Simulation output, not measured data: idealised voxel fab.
process module | voxel wiring stack
cross-section cut | 290 nm wide | cells 5 nm
A cross-section is a grid of square cells, given in bands from the top down. A band is one or more rows of cells.
Each band's line starts with the height of the band's top and of its bottom, in nm. Then come its materials from left to right, each with its width in nm. One material with "throughout" fills the band from edge to edge. "air" is empty space.
Height 0 is the level under which the wafer as received is all one material. The lowest band goes on downwards, as in "0 down".
A width such as "30 to 40" changes by the same amount from each row of cells to the next, from the band's top row to its bottom row.
"no change" after a step means that no cell of the cross-section changed.
closed voids: empty space of 8 cells or more with no open way to the top, each as width x height at its distance from the left edge, in nm
after a step's settings: what the simulator itself notes on the step
overlay nm, on a step with a mask: how far to the right of its planned place the mask lay; to the left if negative
plan
1 op RECEIVE | material Si
2 op CONFORMAL_DEP | material SiO2 | thk nm 15
3 op CONFORMAL_DEP | material SiCN | thk nm 5
4 op DIRECTIONAL_DEP | material SiO2 | thk nm 20
5 op PATTERN | tone open | mask id METAL_1 | material resist | width nm 30 | pitch nm 50 | thk nm 15 | overlay nm 0
6 op DIRECTIONAL_ETCH | etch materials SiO2 | depth nm 20
7 op DIRECTIONAL_ETCH | etch materials SiCN | depth nm 5
8 op STRIP | etch materials resist
9 op CONFORMAL_DEP | material TiN | thk nm 5
10 op FILL_DEP | material Cu | thk nm 5
11 op CMP | height nm 40
12 op EPI | material Ru | thk nm 5
13 op FILL_DEP | material SiCN | thk nm 5
14 op DIRECTIONAL_DEP | material lowk | thk nm 20
15 op DIRECTIONAL_DEP | material aC | thk nm 15
16 op PATTERN | tone open | mask id PLUG_1 | material resist | width nm 15 | pitch nm 50 | thk nm 35 | overlay nm 0
17 op DIRECTIONAL_ETCH | etch materials aC | depth nm 15
18 op STRIP | etch materials resist
19 op DIRECTIONAL_ETCH | etch materials lowk | depth nm 20
20 op DIRECTIONAL_ETCH | etch materials SiCN | depth nm 5
21 op STRIP | etch materials aC
22 op CONFORMAL_DEP | material TiN | thk nm 5
23 op FILL_DEP | material Ru | thk nm 5
24 op CMP | height nm 70
25 op CONFORMAL_DEP | material SiN | thk nm 5
26 op DIRECTIONAL_DEP | material lowk | thk nm 15
27 op MASKED_ETCH | tone open | mask id METAL_2 | width nm 30 | pitch nm 50 | etch materials lowk | depth nm 15 | overlay nm 0
28 op MASKED_ETCH | tone open | mask id METAL_2 | width nm 30 | pitch nm 50 | etch materials SiN | depth nm 5 | overlay nm 0
29 op CONFORMAL_DEP | material TiN | thk nm 5
30 op FILL_DEP | material Cu | thk nm 10
31 op CMP | height nm 90
32 op CONFORMAL_DEP | material SiCN | thk nm 5
as received, after step 1
  0 down: Si throughout
  closed voids: none
first wafer at the end, as planned
  95 to 90: SiCN throughout
  90 to 75: lowk 55 | TiN 5 | Cu 20 | TiN 5 | lowk 20 | TiN 5 | Cu 20 | TiN 5 | lowk 20 | TiN 5 | Cu 20 | TiN 5 | lowk 20 | TiN 5 | Cu 20 | TiN 5 | lowk 55
  75 to 70: SiN 55 | TiN 30 | SiN 20 | TiN 30 | SiN 20 | TiN 30 | SiN 20 | TiN 30 | SiN 55
  70 to 50: lowk 55 | TiN 5 | Ru 5 | TiN 5 | lowk 35 | TiN 5 | Ru 5 | TiN 5 | lowk 35 | TiN 5 | Ru 5 | TiN 5 | lowk 35 | TiN 5 | Ru 5 | TiN 5 | lowk 70
  50 to 45: SiCN 55 | TiN 15 | SiCN 35 | TiN 15 | SiCN 35 | TiN 15 | SiCN 35 | TiN 15 | SiCN 70
  45 to 40: SiCN 50 | Ru 40 | SiCN 10 | Ru 40 | SiCN 10 | Ru 40 | SiCN 10 | Ru 40 | SiCN 50
  40 to 20: SiO2 55 | TiN 5 | Cu 20 | TiN 5 | SiO2 20 | TiN 5 | Cu 20 | TiN 5 | SiO2 20 | TiN 5 | Cu 20 | TiN 5 | SiO2 20 | TiN 5 | Cu 20 | TiN 5 | SiO2 55
  20 to 15: SiCN 55 | TiN 30 | SiCN 20 | TiN 30 | SiCN 20 | TiN 30 | SiCN 20 | TiN 30 | SiCN 55
  15 to 0: SiO2 throughout
  0 down: Si throughout
  closed voids: none
second wafer at the end: like start, like plan, one mistake
  95 to 90: SiCN throughout
  90 to 75: lowk 55 | TiN 5 | Cu 20 | TiN 5 | lowk 20 | TiN 5 | Cu 20 | TiN 5 | lowk 20 | TiN 5 | Cu 20 | TiN 5 | lowk 20 | TiN 5 | Cu 20 | TiN 5 | lowk 55
  75 to 70: SiN 55 | TiN 30 | SiN 20 | TiN 30 | SiN 20 | TiN 30 | SiN 20 | TiN 30 | SiN 55
  70 to 50: lowk 55 | TiN 5 | Ru 5 | TiN 5 | lowk 35 | TiN 5 | Ru 5 | TiN 5 | lowk 35 | TiN 5 | Ru 5 | TiN 5 | lowk 35 | TiN 5 | Ru 5 | TiN 5 | lowk 70
  50 to 45: SiCN 55 | TiN 15 | SiCN 35 | TiN 15 | SiCN 35 | TiN 15 | SiCN 35 | TiN 15 | SiCN 70
  45 to 40: SiCN 55 | Ru 35 | SiCN 15 | Ru 35 | SiCN 15 | Ru 35 | SiCN 15 | Ru 35 | SiCN 50
  40 to 20: SiO2 60 | TiN 5 | Cu 15 | TiN 5 | SiO2 25 | TiN 5 | Cu 15 | TiN 5 | SiO2 25 | TiN 5 | Cu 15 | TiN 5 | SiO2 25 | TiN 5 | Cu 15 | TiN 5 | SiO2 55
  20 to 15: SiCN 60 | TiN 25 | SiCN 25 | TiN 25 | SiCN 25 | TiN 25 | SiCN 25 | TiN 25 | SiCN 55
  15 to 0: SiO2 throughout
  0 down: Si throughout
  closed voids: none
what went wrong: step 5 ran as: op PATTERN | tone open | mask id METAL_1 | material resist | width nm 25 | pitch nm 50 | thk nm 15 | overlay nm 0
at the end the second wafer has, in cells: 16 fewer of Cu | 4 fewer of Ru | 8 more of SiCN | 16 more of SiO2 | 4 fewer of TiN
